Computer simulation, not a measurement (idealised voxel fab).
Documented hereafter: the process module known as voxel fin reveal.
FYI the section here is cut, 280 nm wide, cells are 5 nm squares.
When this document writes out a cross-section, it uses a grid of square cells and lists it as bands, beginning at the top and moving down, with a band standing for one or more rows of cells. In this notation a band is specified by the heights of its top and bottom, in that order and in nm, after which its materials appear from left to right, each paired with its width in nm. The word "everywhere" attached to a single material means that material fills the band from edge to edge; the word "blank" stands for empty space. Zero point of the height axis is 0; under it, received wafer = one material. Lowest band: continues down indefinitely, "0 and below". Graded width ("30..40"): value in top row of band = first number; value in bottom row = second number; row-to-row change constant. What does "remained unchanged" mean for a step? It means no cell of the cross-section changed in that step. In "Cavities, sealed" the enclosed voids are listed, meaning empty spaces of 8 cells or larger without any opening to the top. The form is width x height at distance, distance from the left edge, units nm. If you see something after the settings on a step's line, that's the simulator's own remark about that step. What "overlay nm" on a step's line means: if the step has a mask, that mask lay this far to the right of its planned place, or, when the value is negative, to the left.

[Planned step list for the process]
1,RECEIVE (material Si)
2,CONFORMAL_DEP (material SiN; thk nm 10)
3,MASKED_ETCH (tone cover; mask id FINS; width nm 15; pitch nm 40; etch materials SiN; depth nm 10; overlay nm 0)
4,MASKED_ETCH (tone cover; mask id FINS; width nm 15; pitch nm 40; etch materials Si; depth nm 40; overlay nm 0)
5,FILL_DEP (material SiO2; thk nm 5)
6,CMP (height nm 10)
7,SELECTIVE_ETCH (etch materials SiO2; depth nm 40)
8,STRIP (etch materials SiN)

[As-received state of the wafer in cross-section, equivalent to post-step 1]
	0 and below  Si everywhere
	Cavities, sealed: none

[a wafer at the end: this start, this plan, one mistake]
	0 down to -30  blank: 70, Si: 15, blank: 25, Si: 15, blank: 25, Si: 15, blank: 25, Si: 15, blank: 75
	-30 down to -40  SiO2: 30, blank: 40, Si: 15, blank: 25, Si: 15, blank: 25, Si: 15, blank: 25, Si: 15, blank: 40, SiO2: 35
	-40 and below  Si everywhere
	Cavities, sealed: none
Against the plan, the run slipped here: step 8 occupied the plan position of step 7, and the converse holds as well
